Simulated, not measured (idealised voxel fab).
The process module that follows is named voxel transistor to metal.
Square cell edge 5 nm, section width 185 nm, ID cut.
For the purposes of this document, a cross-section shall be understood as a grid of square cells, specified as bands listed in top-to-bottom order, each band consisting of one or more rows of cells.
Within each band entry, the heights of the top and of the bottom of the band appear first, in that order and in nm; the materials of the band then follow from left to right, each with its corresponding width in nm. The designation "full width" on a single material indicates that it fills the band from edge to edge; the designation "empty" indicates empty space.
Counting heights begins at 0, where everything beneath is, in the wafer as received, one material. The lowest band has no bottom; it goes on downwards, as "top 0, no bottom" shows.
The expression "30->40" gives the width at the extremes of the band, the first number at its top row of cells and the second at its bottom row, with the width changing by equal amounts from each row to the next in between.
Where a step carries "nothing changed", the cross-section came out of it unchanged, cell for cell.
Under "Closed internal cavities" you'll find the enclosed gaps, the ones with no way out to the top, that are 8 cells or bigger; each reads width x height at distance, with distance counted from the left edge, everything in nm.
Where a step's line continues beyond its settings, the continuation is a remark by the simulator itself on that step.
overlay nm: mask right of planned place by this much (step with mask). Neg. = left.
[Here's what the planned process steps look like]
| 1 | op RECEIVE | material Si |
| 2 | op CONFORMAL_DEP | material SiO2 | thk nm 5 |
| 3 | op CONFORMAL_DEP | material SiN | thk nm 10 |
| 4 | op DIRECTIONAL_DEP | material aC | thk nm 10 |
| 5 | op PATTERN | tone cover | mask id ACTIVE | material resist | width nm 100 | thk nm 25 | overlay nm 0 |
| 6 | op DIRECTIONAL_ETCH | etch materials aC | depth nm 10 |
| 7 | op STRIP | etch materials resist |
| 8 | op DIRECTIONAL_ETCH | etch materials SiN | depth nm 10 |
| 9 | op DIRECTIONAL_ETCH | etch materials SiO2 | depth nm 5 |
| 10 | op DIRECTIONAL_ETCH | etch materials Si | depth nm 25 |
| 11 | op STRIP | etch materials aC |
| 12 | op OXIDIZE | depth nm 5 |
| 13 | op FILL_DEP | material SiO2 | thk nm 5 |
| 14 | op CMP | height nm 15 |
| 15 | op SELECTIVE_ETCH | etch materials SiO2 | depth nm 5 |
| 16 | op STRIP | etch materials SiN |
| 17 | op SELECTIVE_ETCH | etch materials SiO2 | depth nm 5 |
| 18 | op OXIDIZE | depth nm 5 |
| 19 | op DIRECTIONAL_DEP | material polySi | thk nm 30 |
| 20 | op DIRECTIONAL_DEP | material SiCN | thk nm 15 |
| 21 | op DIRECTIONAL_DEP | material aC | thk nm 15 |
| 22 | op PATTERN | tone cover | mask id GATE | material resist | width nm 30 | thk nm 35 | overlay nm 0 |
| 23 | op DIRECTIONAL_ETCH | etch materials aC | depth nm 15 |
| 24 | op STRIP | etch materials resist |
| 25 | op DIRECTIONAL_ETCH | etch materials SiCN | depth nm 25 |
| 26 | op DIRECTIONAL_ETCH | etch materials polySi | depth nm 40 |
| 27 | op STRIP | etch materials aC |
| 28 | op CONFORMAL_DEP | material SiN | thk nm 5 |
| 29 | op DIRECTIONAL_ETCH | etch materials SiN | depth nm 5 |
| 30 | op DIRECTIONAL_ETCH | etch materials SiO2 | depth nm 5 |
| 31 | op DIRECTIONAL_ETCH | etch materials Si | depth nm 10 |
| 32 | op EPI | material SiGe | thk nm 10 |
| 33 | op FILL_DEP | material SiO2 | thk nm 5 |
| 34 | op CMP | height nm 30 |
| 35 | op STRIP | etch materials polySi |
| 36 | op SELECTIVE_ETCH | etch materials SiO2 | depth nm 5 |
| 37 | op CONFORMAL_DEP | material HfO2 | thk nm 5 |
| 38 | op CONFORMAL_DEP | material TiN | thk nm 5 |
| 39 | op FILL_DEP | material W | thk nm 5 |
| 40 | op CMP | height nm 25 |
| 41 | op DIRECTIONAL_DEP | material SiO2 | thk nm 15 |
| 42 | op PATTERN | tone open | mask id CONTACT | material resist | width nm 15 | pitch nm 75 | thk nm 20 | overlay nm 0 |
| 43 | op DIRECTIONAL_ETCH | etch materials SiO2 | depth nm 45 |
| 44 | op STRIP | etch materials resist |
| 45 | op CONFORMAL_DEP | material TiN | thk nm 5 |
| 46 | op FILL_DEP | material W | thk nm 10 |
| 47 | op CMP | height nm 40 |
| 48 | op CONFORMAL_DEP | material SiCN | thk nm 5 |
| 49 | op DIRECTIONAL_DEP | material lowk | thk nm 15 |
| 50 | op MASKED_ETCH | tone open | mask id METAL_1 | width nm 15 | pitch nm 75 | etch materials lowk | depth nm 15 | overlay nm 0 |
| 51 | op MASKED_ETCH | tone open | mask id METAL_1 | width nm 15 | pitch nm 75 | etch materials SiCN | depth nm 5 | overlay nm 0 |
| 52 | op CONFORMAL_DEP | material TiN | thk nm 5 |
| 53 | op FILL_DEP | material Cu | thk nm 5 |
| 54 | op CMP | height nm 60 |
| 55 | op CONFORMAL_DEP | material SiCN | thk nm 5 |
| 56 | op DIRECTIONAL_DEP | material lowk | thk nm 35 |
| 57 | op DIRECTIONAL_DEP | material aC | thk nm 10 |
| 58 | op PATTERN | tone open | mask id METAL_2 | material resist | width nm 15 | pitch nm 75 | thk nm 25 | overlay nm 0 |
| 59 | op DIRECTIONAL_ETCH | etch materials aC | depth nm 10 |
| 60 | op STRIP | etch materials resist |
| 61 | op DIRECTIONAL_ETCH | etch materials lowk | depth nm 20 |
| 62 | op STRIP | etch materials aC |
| 63 | op DIRECTIONAL_DEP | material aC | thk nm 15 |
| 64 | op PATTERN | tone open | mask id METAL_2_HOLES | material resist | width nm 15 | pitch nm 75 | thk nm 30 | overlay nm 0 |
| 65 | op DIRECTIONAL_ETCH | etch materials aC | depth nm 15 |
| 66 | op STRIP | etch materials resist |
| 67 | op DIRECTIONAL_ETCH | etch materials lowk | depth nm 15 |
| 68 | op DIRECTIONAL_ETCH | etch materials SiCN | depth nm 5 |
| 69 | op STRIP | etch materials aC |
| 70 | op CONFORMAL_DEP | material TiN | thk nm 5 |
| 71 | op FILL_DEP | material Cu | thk nm 10 |
| 72 | op CMP | height nm 100 |
| 73 | op CONFORMAL_DEP | material SiCN | thk nm 5 |
[Delivered wafer in cross-section: state after step 1]
    top 0, no bottom | Si full width
    Closed internal cavities: none
[Run as planned - first of the two wafers cross-sectioned at the end of the module]
    top 105, bottom 100 | SiCN full width
    top 100, bottom 65 | 45 nm lowk / 5 nm TiN / 5 nm Cu / 5 nm TiN / 60 nm lowk / 5 nm TiN / 5 nm Cu / 5 nm TiN / 50 nm lowk
    top 65, bottom 60 | 45 nm SiCN / 15 nm TiN / 60 nm SiCN / 15 nm TiN / 50 nm SiCN
    top 60, bottom 45 | 45 nm lowk / 5 nm TiN / 5 nm Cu / 5 nm TiN / 60 nm lowk / 5 nm TiN / 5 nm Cu / 5 nm TiN / 50 nm lowk
    top 45, bottom 40 | 45 nm SiCN / 15 nm TiN / 60 nm SiCN / 15 nm TiN / 50 nm SiCN
    top 40, bottom 25 | 45 nm SiO2 / 5 nm TiN / 5 nm W / 5 nm TiN / 60 nm SiO2 / 5 nm TiN / 5 nm W / 5 nm TiN / 50 nm SiO2
    top 25, bottom 5 | 45 nm SiO2 / 5 nm TiN / 5 nm W / 5 nm TiN / 10 nm SiO2 / 5 nm SiN / 5 nm HfO2 / 5 nm TiN / 10 nm W / 5 nm TiN / 5 nm HfO2 / 5 nm SiN / 10 nm SiO2 / 5 nm TiN / 5 nm W / 5 nm TiN / 50 nm SiO2
    top 5, bottom 0 | 35 nm SiO2 / 5 nm SiN / 5 nm SiO2 / 5 nm TiN / 5 nm W / 5 nm TiN / 10 nm SiGe / 5 nm SiN / 5 nm HfO2 / 20 nm TiN / 5 nm HfO2 / 5 nm SiN / 10 nm SiGe / 5 nm TiN / 5 nm W / 5 nm TiN / 5 nm SiO2 / 5 nm SiN / 40 nm SiO2
    top 0, bottom -5 | 45 nm SiO2 / 15 nm TiN / 10 nm SiGe / 40 nm HfO2 / 10 nm SiGe / 15 nm TiN / 50 nm SiO2
    top -5, bottom -15 | 45 nm SiO2 / 25 nm SiGe / 40 nm Si / 25 nm SiGe / 50 nm SiO2
    top -15, bottom -30 | 45 nm SiO2 / 90 nm Si / 50 nm SiO2
    top -30, no bottom | Si full width
    Closed internal cavities: none
[Second wafer cross-section at end of module - shared start and plan with the first, one mistake in the run]
    top 105, bottom 100 | SiCN full width
    top 100, bottom 65 | 45 nm lowk / 5 nm TiN / 5 nm Cu / 5 nm TiN / 60 nm lowk / 5 nm TiN / 5 nm Cu / 5 nm TiN / 50 nm lowk
    top 65, bottom 60 | 45 nm SiCN / 15 nm TiN / 60 nm SiCN / 15 nm TiN / 50 nm SiCN
    top 60, bottom 45 | 45 nm lowk / 5 nm TiN / 5 nm Cu / 5 nm TiN / 60 nm lowk / 5 nm TiN / 5 nm Cu / 5 nm TiN / 50 nm lowk
    top 45, bottom 40 | 45 nm SiCN / 15 nm TiN / 60 nm SiCN / 15 nm TiN / 50 nm SiCN
    top 40, bottom 25 | 45 nm SiO2 / 5 nm TiN / 5 nm W / 5 nm TiN / 60 nm SiO2 / 5 nm TiN / 5 nm W / 5 nm TiN / 50 nm SiO2
    top 25, bottom 5 | 45 nm SiO2 / 5 nm TiN / 5 nm W / 5 nm TiN / 10 nm SiO2 / 5 nm SiN / 5 nm HfO2 / 5 nm TiN / 10 nm W / 5 nm TiN / 5 nm HfO2 / 5 nm SiN / 10 nm SiO2 / 5 nm TiN / 5 nm W / 5 nm TiN / 50 nm SiO2
    top 5, bottom 0 | 35 nm SiO2 / 5 nm SiN / 5 nm SiO2 / 5 nm TiN / 5 nm W / 5 nm TiN / 10 nm SiO2 / 5 nm SiN / 5 nm HfO2 / 20 nm TiN / 5 nm HfO2 / 5 nm SiN / 10 nm SiO2 / 5 nm TiN / 5 nm W / 5 nm TiN / 5 nm SiO2 / 5 nm SiN / 40 nm SiO2
    top 0, bottom -5 | 45 nm SiO2 / 15 nm TiN / 10 nm SiO2 / 40 nm HfO2 / 10 nm SiO2 / 15 nm TiN / 50 nm SiO2
    top -5, bottom -15 | SiO2 full width
    top -15, bottom -30 | 45 nm SiO2 / 90 nm Si / 50 nm SiO2
    top -30, no bottom | Si full width
    Closed internal cavities: none
So what did we get wrong on this run? heads up, step 18 didn't go per plan, it actually ran as op OXIDIZE | depth nm 15
Materials where the second wafer ends with more or fewer cells than the first: 16 fewer of Si; 28 fewer of SiGe; 44 more of SiO2
